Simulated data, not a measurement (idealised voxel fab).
Process module name: voxel ribs on slabs
Section shown: cut. Width: 250 nm. Cell size: 5 nm, square.
For the purposes of this document, a cross-section shall be understood as a grid of square cells, specified as bands listed in top-to-bottom order, each band consisting of one or more rows of cells.
This entry defines a band. It first specifies the height of the band's top and the height of its bottom in nm, and then specifies the band's materials from left to right, stating each material with its width in nm. The word "edge to edge" identifies a single material that fills the band from edge to edge, while the word "air" identifies empty space.
Height datum 0, below which the as-received substrate wafer is one material. Lowest band open at the bottom, running downward: "top 0, no bottom".
So if you see something like "30..40" for the width, read it as the top row of the band sitting at the first number and the bottom row at the second, with every row in between moving by the same amount as the last.
No cell of the cross-section changed in a step that is given as "remains unaltered".
Enclosed void inventory: empty space of 8 cells or more with no open way to the top, each as width x height at its distance from the left edge, in nm
Anything after a step's settings on that line? It's the simulator's own note about the step.
overlay nm: step with mask; distance mask lay right of planned place; negative value = left of planned place.
# The following list gives the planned process steps
1 RECEIVE,material Si
2 DIRECTIONAL_DEP,material SiO2,thk nm 30
3 DIRECTIONAL_DEP,material polySi,thk nm 20
4 PATTERN,tone cover,mask id RIB,material resist,width nm 30,thk nm 15,overlay nm 0
5 DIRECTIONAL_ETCH,etch materials polySi,depth nm 5
6 STRIP,etch materials resist
7 PATTERN,tone cover,mask id SLAB,material resist,width nm 80,thk nm 15,overlay nm 0
8 DIRECTIONAL_ETCH,etch materials polySi,depth nm 15
9 STRIP,etch materials resist
10 FILL_DEP,material SiO2,thk nm 15
11 CMP,height nm 60
12 DIRECTIONAL_DEP,material W,thk nm 10
13 PATTERN,tone cover,mask id HEATER,material resist,width nm 40,thk nm 20,overlay nm 0
14 DIRECTIONAL_ETCH,etch materials W,depth nm 10
15 STRIP,etch materials resist
16 CONFORMAL_DEP,material SiO2,thk nm 5
# As-received wafer cross-section (after step 1)
    top 0, no bottom | Si edge to edge
    Enclosed void inventory: none
# Cross-section taken at module completion on the first of two wafers; processed per the plan
    top 75, bottom 70 | air 100 nm, then SiO2 50 nm, then air 100 nm
    top 70, bottom 65 | air 100 nm, then SiO2 5 nm, then W 40 nm, then SiO2 5 nm, then air 100 nm
    top 65, bottom 60 | SiO2 105 nm, then W 40 nm, then SiO2 105 nm
    top 60, bottom 50 | SiO2 edge to edge
    top 50, bottom 45 | SiO2 110 nm, then polySi 30 nm, then SiO2 110 nm
    top 45, bottom 30 | SiO2 85 nm, then polySi 80 nm, then SiO2 85 nm
    top 30, bottom 0 | SiO2 edge to edge
    top 0, no bottom | Si edge to edge
    Enclosed void inventory: none
# Cross-section, wafer two of two, end of module: same start and plan as wafer one, one error in execution
    top 75, bottom 70 | air 100 nm, then SiO2 50 nm, then air 100 nm
    top 70, bottom 65 | air 100 nm, then SiO2 5 nm, then W 40 nm, then SiO2 5 nm, then air 100 nm
    top 65, bottom 60 | SiO2 105 nm, then W 40 nm, then SiO2 105 nm
    top 60, bottom 45 | SiO2 edge to edge
    top 45, bottom 35 | polySi 85 nm, then SiO2 80 nm, then polySi 85 nm
    top 35, bottom 30 | polySi 85 nm, then SiO2 25 nm, then polySi 30 nm, then SiO2 25 nm, then polySi 85 nm
    top 30, bottom 0 | SiO2 edge to edge
    top 0, no bottom | Si edge to edge
    Enclosed void inventory: none
Finding, execution versus plan: note that step 7 departed from the planned setting and was carried out as PATTERN,tone open,mask id SLAB,material resist,width nm 80,thk nm 15,overlay nm 0
Looking at both finished wafers in cells, the second ends up ahead of or behind the first on some materials: SiO2: 54 fewer, polySi: 54 more
